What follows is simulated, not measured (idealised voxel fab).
Process module, titled voxel spacer lines
Pictured: cross-section cut, 205 nm wide, on a grid of 5 nm square cells.
Bands, listed from the top down, are how a cross-section gets written in this document; the cross-section itself is a grid of square cells, and a band is one or more rows of them.
What a band's entry tells you: where the top is and where the bottom is, as heights in nm, and after that what lies inside, material by material from left to right, each with its width in nm. Empty space is written as the word "blank", and a single material marked with the word "edge to edge" occupies the band from edge to edge.
Beneath 0, the wafer as received is one material, and that level is where height counting begins. The lowest band goes on downward without a bottom; it is written like "0 down".
The notation "30..40" denotes a width that varies across the rows of cells in the band, beginning at the first number in the top row, finishing at the second number in the bottom row, and changing by an identical amount from each row to the next.
What does "no alterations made" mean for a step? It means no cell of the cross-section changed in that step.
So "Fully sealed voids" is basically the list of trapped voids: any empty space of 8 cells or more that can't reach the top through an opening. They're written width x height at distance, the distance being from the left edge, and it's all nm.
The remark found on a step's line after its settings is issued by the simulator itself and pertains to that step.
"overlay nm", when on a step's line for a step with a mask, measures how far to the right of its planned place the mask lay; a negative measure means to the left.
Listed below are the process steps as planned:
1. RECEIVE | material Si
2. CONFORMAL_DEP | material Al2O3 | thk nm 10
3. DIRECTIONAL_DEP | material polySi | thk nm 20
4. DIRECTIONAL_DEP | material aC | thk nm 25
5. PATTERN | tone cover | mask id MANDREL | material resist | width nm 15 | pitch nm 60 | thk nm 35 | overlay nm 0
6. DIRECTIONAL_ETCH | etch materials aC | depth nm 25
7. STRIP | etch materials resist
8. CONFORMAL_DEP | material SiN | thk nm 15
9. DIRECTIONAL_ETCH | etch materials SiN | depth nm 15
10. STRIP | etch materials aC
11. DIRECTIONAL_ETCH | etch materials polySi | depth nm 20
12. STRIP | etch materials SiN
13. FILL_DEP | material SiO2 | thk nm 10
14. CMP | height nm 30
What follows covers the first of two wafers; it ran as planned:
Here's what the wafer looked like in cross-section when it arrived - that's after step 1:
- 0 down  Si edge to edge
- Fully sealed voids: none
State of the wafer after step 2, shown in cross-section:
- 10 to 0  Al2O3 edge to edge
- Unchanged below 0.
State of the wafer after step 3, shown in cross-section:
- 30 to 10  polySi edge to edge
- Unchanged below 10.
State of the wafer after step 4, shown in cross-section:
- 55 to 30  aC edge to edge
- Unchanged below 30.
State of the wafer after step 5, shown in cross-section:
- 90 to 55  blank 65 nm / resist 15 nm / blank 45 nm / resist 15 nm / blank 65 nm
- Unchanged below 55.
State of the wafer after step 6, shown in cross-section:
- 65 to 55  blank 65 nm / resist 15 nm / blank 45 nm / resist 15 nm / blank 65 nm
- 55 to 30  blank 65 nm / aC 15 nm / blank 45 nm / aC 15 nm / blank 65 nm
- Unchanged below 30.
State of the wafer after step 7, shown in cross-section:
- 55 to 30  blank 65 nm / aC 15 nm / blank 45 nm / aC 15 nm / blank 65 nm
- Unchanged below 30.
State of the wafer after step 8, shown in cross-section:
- 70 to 55  blank 50 nm / SiN 45 nm / blank 15 nm / SiN 45 nm / blank 50 nm
- 55 to 45  blank 50 nm / SiN 15 nm / aC 15 nm / SiN 15 nm / blank 15 nm / SiN 15 nm / aC 15 nm / SiN 15 nm / blank 50 nm
- 45 to 30  SiN 65 nm / aC 15 nm / SiN 45 nm / aC 15 nm / SiN 65 nm
- Unchanged below 30.
State of the wafer after step 9, shown in cross-section:
- 55 to 30  blank 50 nm / SiN 15 nm / aC 15 nm / SiN 15 nm / blank 15 nm / SiN 15 nm / aC 15 nm / SiN 15 nm / blank 50 nm
- Unchanged below 30.
State of the wafer after step 10, shown in cross-section:
- 55 to 30  blank 50 nm / SiN 15 nm / blank 15 nm / SiN 15 nm / blank 15 nm / SiN 15 nm / blank 15 nm / SiN 15 nm / blank 50 nm
- Unchanged below 30.
State of the wafer after step 11, shown in cross-section:
- 55 to 30  blank 50 nm / SiN 15 nm / blank 15 nm / SiN 15 nm / blank 15 nm / SiN 15 nm / blank 15 nm / SiN 15 nm / blank 50 nm
- 30 to 10  blank 50 nm / polySi 15 nm / blank 15 nm / polySi 15 nm / blank 15 nm / polySi 15 nm / blank 15 nm / polySi 15 nm / blank 50 nm
- Unchanged below 10.
State of the wafer after step 12, shown in cross-section:
- 30 to 10  blank 50 nm / polySi 15 nm / blank 15 nm / polySi 15 nm / blank 15 nm / polySi 15 nm / blank 15 nm / polySi 15 nm / blank 50 nm
- Unchanged below 10.
State of the wafer after step 13, shown in cross-section:
- 40 to 30  SiO2 edge to edge
- 30 to 10  SiO2 50 nm / polySi 15 nm / SiO2 15 nm / polySi 15 nm / SiO2 15 nm / polySi 15 nm / SiO2 15 nm / polySi 15 nm / SiO2 50 nm
- Unchanged below 10.
State of the wafer after step 14, shown in cross-section:
- 30 to 10  SiO2 50 nm / polySi 15 nm / SiO2 15 nm / polySi 15 nm / SiO2 15 nm / polySi 15 nm / SiO2 15 nm / polySi 15 nm / SiO2 50 nm
- Unchanged below 10.
Notes, second wafer: start = first wafer's, plan = first wafer's, execution had one mistake; history identical to first through step 4:
Second wafer shown in cross-section at the time step 5 was slated to end:
- 90 to 55  blank 60 nm / resist 15 nm / blank 45 nm / resist 15 nm / blank 70 nm
- Unchanged below 55.
Second wafer shown in cross-section at the time step 6 was slated to end:
- 65 to 55  blank 60 nm / resist 15 nm / blank 45 nm / resist 15 nm / blank 70 nm
- 55 to 30  blank 60 nm / aC 15 nm / blank 45 nm / aC 15 nm / blank 70 nm
- Unchanged below 30.
Second wafer shown in cross-section at the time step 7 was slated to end:
- 55 to 30  blank 60 nm / aC 15 nm / blank 45 nm / aC 15 nm / blank 70 nm
- Unchanged below 30.
Second wafer shown in cross-section at the time step 8 was slated to end:
- 70 to 55  blank 45 nm / SiN 45 nm / blank 15 nm / SiN 45 nm / blank 55 nm
- 55 to 45  blank 45 nm / SiN 15 nm / aC 15 nm / SiN 15 nm / blank 15 nm / SiN 15 nm / aC 15 nm / SiN 15 nm / blank 55 nm
- 45 to 30  SiN 60 nm / aC 15 nm / SiN 45 nm / aC 15 nm / SiN 70 nm
- Unchanged below 30.
Second wafer shown in cross-section at the time step 9 was slated to end:
- 55 to 30  blank 45 nm / SiN 15 nm / aC 15 nm / SiN 15 nm / blank 15 nm / SiN 15 nm / aC 15 nm / SiN 15 nm / blank 55 nm
- Unchanged below 30.
Second wafer shown in cross-section at the time step 10 was slated to end:
- 55 to 30  blank 45 nm / SiN 15 nm / blank 15 nm / SiN 15 nm / blank 15 nm / SiN 15 nm / blank 15 nm / SiN 15 nm / blank 55 nm
- Unchanged below 30.
Second wafer shown in cross-section at the time step 11 was slated to end:
- 55 to 30  blank 45 nm / SiN 15 nm / blank 15 nm / SiN 15 nm / blank 15 nm / SiN 15 nm / blank 15 nm / SiN 15 nm / blank 55 nm
- 30 to 10  blank 45 nm / polySi 15 nm / blank 15 nm / polySi 15 nm / blank 15 nm / polySi 15 nm / blank 15 nm / polySi 15 nm / blank 55 nm
- Unchanged below 10.
Second wafer shown in cross-section at the time step 12 was slated to end:
- 30 to 10  blank 45 nm / polySi 15 nm / blank 15 nm / polySi 15 nm / blank 15 nm / polySi 15 nm / blank 15 nm / polySi 15 nm / blank 55 nm
- Unchanged below 10.
Second wafer shown in cross-section at the time step 13 was slated to end:
- 40 to 30  SiO2 edge to edge
- 30 to 10  SiO2 45 nm / polySi 15 nm / SiO2 15 nm / polySi 15 nm / SiO2 15 nm / polySi 15 nm / SiO2 15 nm / polySi 15 nm / SiO2 55 nm
- Unchanged below 10.
Second wafer shown in cross-section at the time step 14 was slated to end:
- 30 to 10  SiO2 45 nm / polySi 15 nm / SiO2 15 nm / polySi 15 nm / SiO2 15 nm / polySi 15 nm / SiO2 15 nm / polySi 15 nm / SiO2 55 nm
- Unchanged below 10.
What broke from the plan during processing? contrary to plan, step 5 was performed as PATTERN | tone cover | mask id MANDREL | material resist | width nm 15 | pitch nm 60 | thk nm 35 | overlay nm -5
Both wafers, final: cells per material equal; arrangement not.
